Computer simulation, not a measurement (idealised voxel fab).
Process module in this document: voxel trench capacitor
The cross-section shown here is cut; it is 170 nm wide and divided into square cells measuring 5 nm on a side.
Think of the cross-section as a grid of square cells. We describe it in bands, top to bottom, and each band covers one or more rows of those cells.
Within each band entry, the heights of the top and of the bottom of the band appear first, in that order and in nm; the materials of the band then follow from left to right, each with its corresponding width in nm. The designation "everywhere" on a single material indicates that it fills the band from edge to edge; the designation "air" indicates empty space.
It should be noted that heights are counted from 0, beneath which the wafer as supplied is of one material throughout, and that the lowest band possesses no lower boundary but continues downward, as written in "0 nm and below".
You'd read "30..40" like this: the band's top row of cells is as wide as the first number, its bottom row is as wide as the second, and going down, every row changes width by the same amount as the row before did.
"remains unaltered" means the step left every cell of the cross-section as it was.
Any empty space of 8 cells or more lacking an open way to the top shows up in "Trapped voids" as width x height at distance, distance from the left edge, in nm.
Text after the settings on a step's line: the simulator's own remark on that step.
overlay nm: mask right of planned place by this much (step with mask). Neg. = left.

**Listed below are the process steps as planned**
1 RECEIVE [material Si]
2 CONFORMAL_DEP [material SiN] [thk nm 10]
3 DIRECTIONAL_DEP [material aC] [thk nm 15]
4 PATTERN [tone open] [mask id TRENCH] [material resist] [width nm 25] [pitch nm 45] [thk nm 35] [overlay nm 0]
5 DIRECTIONAL_ETCH [etch materials aC] [depth nm 15]
6 STRIP [etch materials resist]
7 DIRECTIONAL_ETCH [etch materials SiN] [depth nm 10]
8 DIRECTIONAL_ETCH [etch materials Si] [depth nm 40]
9 STRIP [etch materials aC]
10 CONFORMAL_DEP [material Al2O3] [thk nm 5]
11 CONFORMAL_DEP [material TiN] [thk nm 5]
12 FILL_DEP [material W] [thk nm 5]
13 CMP [height nm 10]

**Wafer as received: cross-section following step 1**
- 0 nm and below  Si everywhere
- Trapped voids: none

**Starting wafer: above. Plan: above. Run: one mistake. Cross-section after the module: below**
- 10 nm to 0 nm  15 of W | 5 of TiN | 5 of Al2O3 | 25 of SiN | 5 of Al2O3 | 10 of TiN | 5 of Al2O3 | 25 of SiN | 5 of Al2O3 | 10 of TiN | 5 of Al2O3 | 25 of SiN | 5 of Al2O3 | 5 of TiN | 20 of W
- 0 nm to -30 nm  15 of W | 5 of TiN | 5 of Al2O3 | 25 of Si | 5 of Al2O3 | 10 of TiN | 5 of Al2O3 | 25 of Si | 5 of Al2O3 | 10 of TiN | 5 of Al2O3 | 25 of Si | 5 of Al2O3 | 5 of TiN | 20 of W
- -30 nm to -35 nm  20 of TiN | 5 of Al2O3 | 25 of Si | 5 of Al2O3 | 10 of TiN | 5 of Al2O3 | 25 of Si | 5 of Al2O3 | 10 of TiN | 5 of Al2O3 | 25 of Si | 5 of Al2O3 | 25 of TiN
- -35 nm to -40 nm  25 of Al2O3 | 25 of Si | 20 of Al2O3 | 25 of Si | 20 of Al2O3 | 25 of Si | 30 of Al2O3
- -40 nm and below  Si everywhere
- Trapped voids: none
Against the plan, the run slipped here: rather than as planned, step 4 actually ran as PATTERN [tone cover] [mask id TRENCH] [material resist] [width nm 25] [pitch nm 45] [thk nm 35] [overlay nm 0]
